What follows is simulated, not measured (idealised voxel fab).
process module | voxel trench capacitor
cross-section cut | 265 nm wide | cells 5 nm
A cross-section is a grid of square cells, given in bands from the top down. A band is one or more rows of cells.
Each band's line starts with the height of the band's top and of its bottom, in nm. Then come its materials from left to right, each with its width in nm. One material with "throughout" fills the band from edge to edge. "air" is empty space.
Height 0 is the level under which the wafer as received is all one material. The lowest band goes on downwards, as in "0 down".
A width such as "30 to 40" changes by the same amount from each row of cells to the next, from the band's top row to its bottom row.
"no change" after a step means that no cell of the cross-section changed.
closed voids: empty space of 8 cells or more with no open way to the top, each as width x height at its distance from the left edge, in nm
after a step's settings: what the simulator itself notes on the step
overlay nm, on a step with a mask: how far to the right of its planned place the mask lay; to the left if negative
plan
1 op RECEIVE | material Si
2 op CONFORMAL_DEP | material SiN | thk nm 5
3 op DIRECTIONAL_DEP | material aC | thk nm 15
4 op PATTERN | tone open | mask id TRENCH | material resist | width nm 25 | pitch nm 55 | thk nm 35 | overlay nm 0
5 op DIRECTIONAL_ETCH | etch materials aC | depth nm 15
6 op STRIP | etch materials resist
7 op DIRECTIONAL_ETCH | etch materials SiN | depth nm 5
8 op DIRECTIONAL_ETCH | etch materials Si | depth nm 40
9 op STRIP | etch materials aC
10 op CONFORMAL_DEP | material HfO2 | thk nm 5
11 op CONFORMAL_DEP | material TiN | thk nm 5
12 op FILL_DEP | material W | thk nm 5
13 op CMP | height nm 5
as received, after step 1
  0 down: Si throughout
  closed voids: none
a wafer at the end: this start, this plan, one mistake
  5 to 0: SiN 35 | HfO2 5 | TiN 5 | W 5 | TiN 5 | HfO2 5 | SiN 30 | HfO2 5 | TiN 5 | W 5 | TiN 5 | HfO2 5 | SiN 30 | HfO2 5 | TiN 5 | W 5 | TiN 5 | HfO2 5 | SiN 30 | HfO2 5 | TiN 5 | W 5 | TiN 5 | HfO2 5 | SiN 40
  0 to -25: Si 35 | HfO2 5 | TiN 5 | W 5 | TiN 5 | HfO2 5 | Si 30 | HfO2 5 | TiN 5 | W 5 | TiN 5 | HfO2 5 | Si 30 | HfO2 5 | TiN 5 | W 5 | TiN 5 | HfO2 5 | Si 30 | HfO2 5 | TiN 5 | W 5 | TiN 5 | HfO2 5 | Si 40
  -25 to -30: Si 35 | HfO2 5 | TiN 15 | HfO2 5 | Si 30 | HfO2 5 | TiN 15 | HfO2 5 | Si 30 | HfO2 5 | TiN 15 | HfO2 5 | Si 30 | HfO2 5 | TiN 15 | HfO2 5 | Si 40
  -30 to -35: Si 35 | HfO2 25 | Si 30 | HfO2 25 | Si 30 | HfO2 25 | Si 30 | HfO2 25 | Si 40
  -35 down: Si throughout
  closed voids: none
what went wrong: step 8 ran as: op DIRECTIONAL_ETCH | etch materials Si | depth nm 35
